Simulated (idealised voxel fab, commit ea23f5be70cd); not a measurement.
process module | voxel self aligned vias
cross-section cut | 195 nm wide | cells 5 nm
A cross-section is a grid of square cells, given in bands from the top down. A band is one or more rows of cells.
Each band's line starts with the height of the band's top and of its bottom, in nm. Then come its materials from left to right, each with its width in nm. One material with "throughout" fills the band from edge to edge. "air" is empty space.
Height 0 is the level under which the wafer as received is all one material. The lowest band goes on downwards, as in "0 down".
A width such as "30 to 40" changes by the same amount from each row of cells to the next, from the band's top row to its bottom row.
"no change" after a step means that no cell of the cross-section changed.
closed voids: empty space of 8 cells or more with no open way to the top, each as width x height at its distance from the left edge, in nm
after a step's settings: what the simulator itself notes on the step
overlay nm, on a step with a mask: how far to the right of its planned place the mask lay; to the left if negative
plan
1 op RECEIVE | material Si
2 op CONFORMAL_DEP | material SiO2 | thk nm 10
3 op CONFORMAL_DEP | material SiCN | thk nm 5
4 op DIRECTIONAL_DEP | material SiO2 | thk nm 30
5 op MASKED_ETCH | tone open | mask id LINES | width nm 20 | pitch nm 60 | etch materials SiO2 | depth nm 30 | overlay nm -15
6 op CONFORMAL_DEP | material TiN | thk nm 5
7 op FILL_DEP | material Ru | thk nm 10
8 op CMP | height nm 45
9 op SELECTIVE_ETCH | etch materials W Ru TiN | depth nm 5
10 op FILL_DEP | material SiN | thk nm 5
11 op CMP | height nm 45
12 op DIRECTIONAL_DEP | material SiO2 | thk nm 20
13 op DIRECTIONAL_DEP | material aC | thk nm 10
14 op PATTERN | tone open | mask id VIAS | material resist | width nm 40 | pitch nm 60 | thk nm 30 | overlay nm 0
15 op DIRECTIONAL_ETCH | etch materials aC | depth nm 10
16 op STRIP | etch materials resist
17 op DIRECTIONAL_ETCH | etch materials SiO2 | depth nm 20
18 op DIRECTIONAL_ETCH | etch materials SiN | depth nm 5
19 op STRIP | etch materials aC
20 op CONFORMAL_DEP | material TiN | thk nm 5
21 op FILL_DEP | material W | thk nm 10
22 op CMP | height nm 65
23 op CONFORMAL_DEP | material SiCN | thk nm 5
varied across the wafers: overlay nm of step 5. The plan shows the first wafer's value. All wafers start alike
first wafer as received, after step 1
  0 down: Si throughout
  closed voids: none
first wafer at the end, after step 23
  70 to 65: SiCN throughout
  65 to 50: SiO2 45 | TiN 5 | W 30 | TiN 5 | SiO2 20 | TiN 5 | W 30 | TiN 5 | SiO2 50
  50 to 45: SiO2 45 | TiN 5 | W 5 | TiN 30 | SiO2 20 | TiN 5 | W 5 | TiN 30 | SiO2 50
  45 to 40: SiO2 40 | SiN 5 | TiN 15 | SiO2 40 | SiN 5 | TiN 15 | SiO2 75
  40 to 20: SiO2 40 | TiN 5 | Ru 10 | TiN 5 | SiO2 40 | TiN 5 | Ru 10 | TiN 5 | SiO2 75
  20 to 15: SiO2 40 | TiN 20 | SiO2 40 | TiN 20 | SiO2 75
  15 to 10: SiCN throughout
  10 to 0: SiO2 throughout
  0 down: Si throughout
  closed voids: none
last wafer at the end
  70 to 65: SiCN throughout
  65 to 50: SiO2 45 | TiN 5 | W 30 | TiN 5 | SiO2 20 | TiN 5 | W 30 | TiN 5 | SiO2 50
  50 to 45: SiO2 45 | TiN 30 | W 5 | TiN 5 | SiO2 20 | TiN 30 | W 5 | TiN 5 | SiO2 50
  45 to 40: SiO2 70 | TiN 15 | SiN 5 | SiO2 40 | TiN 15 | SiN 5 | SiO2 45
  40 to 20: SiO2 70 | TiN 5 | Ru 10 | TiN 5 | SiO2 40 | TiN 5 | Ru 10 | TiN 5 | SiO2 45
  20 to 15: SiO2 70 | TiN 20 | SiO2 40 | TiN 20 | SiO2 45
  15 to 10: SiCN throughout
  10 to 0: SiO2 throughout
  0 down: Si throughout
  closed voids: none
each wafer at the end: cells of each material gained (+) or lost (-) since it was received, then its closed voids
overlay nm -15 | +16 Ru | +78 SiCN | +2 SiN | +356 SiO2 | +56 TiN | +38 W | closed voids: none
overlay nm -10 | +16 Ru | +78 SiCN | +356 SiO2 | +56 TiN | +40 W | closed voids: none
overlay nm -5 | +16 Ru | +78 SiCN | +356 SiO2 | +56 TiN | +40 W | closed voids: none
overlay nm 0 | +16 Ru | +78 SiCN | +356 SiO2 | +56 TiN | +40 W | closed voids: none
overlay nm 5 | +16 Ru | +78 SiCN | +356 SiO2 | +56 TiN | +40 W | closed voids: none
overlay nm 10 | +16 Ru | +78 SiCN | +356 SiO2 | +56 TiN | +40 W | closed voids: none
overlay nm 15 | +16 Ru | +78 SiCN | +2 SiN | +356 SiO2 | +56 TiN | +38 W | closed voids: none
